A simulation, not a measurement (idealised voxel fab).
Process module heading - voxel transistor to metal
FYI the section here is cut, 170 nm wide, cells are 5 nm squares.
Cross-section layout: square cells on a grid; listed as bands, top to bottom; a band spans one or more cell rows.
Each band's line starts with the height of the band's top and of its bottom, in nm. Then come its materials from left to right, each with its width in nm. One material with "full width" fills the band from edge to edge. "blank" is empty space.
Zero point of the height axis is 0; under it, received wafer = one material. Lowest band: continues down indefinitely, "0 and below".
Quick explanation for "30..40": the width changes in equal steps down the rows of cells, from the first number in the band's top row to the second number in its bottom row.
Any step labelled "no modifications" changed none of the cells in the cross-section.
Entry "Cavities, closed" = empty spaces >= 8 cells with no open way to the top; each as width x height at distance, distance from left edge, all nm.
Note: text after step settings on the step line = simulator remark on that step.
overlay nm: mask offset rightward from planned place, masked step; negative means leftward offset.
-- Process steps foreseen in the plan
1: op RECEIVE | material Si
2: op CONFORMAL_DEP | material SiO2 | thk nm 5
3: op CONFORMAL_DEP | material SiN | thk nm 15
4: op PATTERN | tone cover | mask id ACTIVE | material resist | width nm 85 | thk nm 20 | overlay nm 0
5: op DIRECTIONAL_ETCH | etch materials SiN | depth nm 15
6: op DIRECTIONAL_ETCH | etch materials SiO2 | depth nm 5
7: op DIRECTIONAL_ETCH | etch materials Si | depth nm 25
8: op STRIP | etch materials resist
9: op OXIDIZE | depth nm 5
10: op FILL_DEP | material SiO2 | thk nm 5
11: op CMP | height nm 20
12: op SELECTIVE_ETCH | etch materials SiO2 | depth nm 5
13: op STRIP | etch materials SiN
14: op SELECTIVE_ETCH | etch materials SiO2 | depth nm 5
15: op OXIDIZE | depth nm 5
16: op DIRECTIONAL_DEP | material polySi | thk nm 25
17: op DIRECTIONAL_DEP | material SiCN | thk nm 15
18: op PATTERN | tone cover | mask id GATE | material resist | width nm 15 | thk nm 20 | overlay nm 0
19: op DIRECTIONAL_ETCH | etch materials SiCN | depth nm 25
20: op DIRECTIONAL_ETCH | etch materials polySi | depth nm 35
21: op STRIP | etch materials resist
22: op CONFORMAL_DEP | material SiN | thk nm 10
23: op DIRECTIONAL_ETCH | etch materials SiN | depth nm 10
24: op DIRECTIONAL_ETCH | etch materials SiO2 | depth nm 5
25: op DIRECTIONAL_ETCH | etch materials Si | depth nm 15
26: op EPI | material nSi | thk nm 15
27: op FILL_DEP | material SiO2 | thk nm 5
28: op CMP | height nm 40
29: op DIRECTIONAL_DEP | material SiO2 | thk nm 15
30: op MASKED_ETCH | tone open | mask id CONTACT | width nm 15 | pitch nm 60 | etch materials SiO2 | depth nm 60 | overlay nm 0
31: op CONFORMAL_DEP | material TiN | thk nm 5
32: op FILL_DEP | material Ru | thk nm 5
33: op CMP | height nm 55
34: op DIRECTIONAL_DEP | material TiN | thk nm 5
35: op DIRECTIONAL_DEP | material Ru | thk nm 15
36: op MASKED_ETCH | tone cover | mask id METAL_1 | width nm 15 | pitch nm 60 | etch materials Ru | depth nm 15 | overlay nm 0
37: op MASKED_ETCH | tone cover | mask id METAL_1 | width nm 15 | pitch nm 60 | etch materials TiN | depth nm 5 | overlay nm 0
38: op FILL_DEP | material lowk | thk nm 10
39: op CMP | height nm 75
40: op CONFORMAL_DEP | material SiCN | thk nm 5
41: op DIRECTIONAL_DEP | material SiO2 | thk nm 25
42: op PATTERN | tone open | mask id METAL_2 | material resist | width nm 15 | pitch nm 60 | thk nm 15 | overlay nm 0
43: op DIRECTIONAL_ETCH | etch materials SiO2 | depth nm 15
44: op STRIP | etch materials resist
45: op DIRECTIONAL_DEP | material aC | thk nm 15
46: op PATTERN | tone open | mask id METAL_2_HOLES | material resist | width nm 15 | pitch nm 60 | thk nm 35 | overlay nm 0
47: op DIRECTIONAL_ETCH | etch materials aC | depth nm 15
48: op STRIP | etch materials resist
49: op DIRECTIONAL_ETCH | etch materials SiO2 | depth nm 10
50: op DIRECTIONAL_ETCH | etch materials SiCN | depth nm 5
51: op STRIP | etch materials aC
52: op CONFORMAL_DEP | material TiN | thk nm 5
53: op FILL_DEP | material Ru | thk nm 5
54: op CMP | height nm 105
55: op CONFORMAL_DEP | material SiCN | thk nm 5
-- Wafer as received: cross-section following step 1
* 0 and below | Si full width
* Cavities, closed: none
-- The module was run from the start shown above using the plan shown above, but one mistake was made doing it; the resulting wafer cross-section is below
* 110 down to 105 | SiCN full width
* 105 down to 80 | SiO2: 50  Ru: 5  SiO2: 55  Ru: 5  SiO2: 55
* 80 down to 75 | SiCN: 45  SiO2: 15  SiCN: 45  SiO2: 15  SiCN: 50
* 75 down to 60 | lowk: 45  Ru: 15  lowk: 45  Ru: 15  lowk: 50
* 60 down to 55 | lowk: 45  TiN: 15  lowk: 45  TiN: 15  lowk: 50
* 55 down to 40 | SiO2: 45  TiN: 5  Ru: 5  TiN: 5  SiO2: 45  TiN: 5  Ru: 5  TiN: 5  SiO2: 50
* 40 down to 25 | SiO2: 45  TiN: 5  Ru: 5  TiN: 5  SiO2: 5  SiN: 10  SiCN: 15  SiN: 10  SiO2: 5  TiN: 5  Ru: 5  TiN: 5  SiO2: 50
* 25 down to 15 | SiO2: 45  TiN: 5  Ru: 5  TiN: 5  SiO2: 5  SiN: 10  polySi: 15  SiN: 10  SiO2: 5  TiN: 5  Ru: 5  TiN: 5  SiO2: 50
* 15 down to 10 | SiO2: 45  TiN: 15  SiO2: 5  SiN: 10  polySi: 15  SiN: 10  SiO2: 5  TiN: 15  SiO2: 50
* 10 down to 0 | SiO2: 35  SiN: 10  TiN: 5  nSi: 15  SiN: 10  polySi: 15  SiN: 10  nSi: 15  TiN: 5  SiN: 10  SiO2: 40
* 0 down to -5 | SiO2: 45  TiN: 5  nSi: 15  SiO2: 35  nSi: 15  TiN: 5  SiO2: 50
* -5 down to -20 | SiO2: 45  nSi: 20  Si: 35  nSi: 20  SiO2: 50
* -20 down to -30 | SiO2: 45  Si: 75  SiO2: 50
* -30 and below | Si full width
* Cavities, closed: none
In executing the process, a mistake was made relative to the plan: step 52 was not run as planned; what actually ran was op CONFORMAL_DEP | material SiO2 | thk nm 5
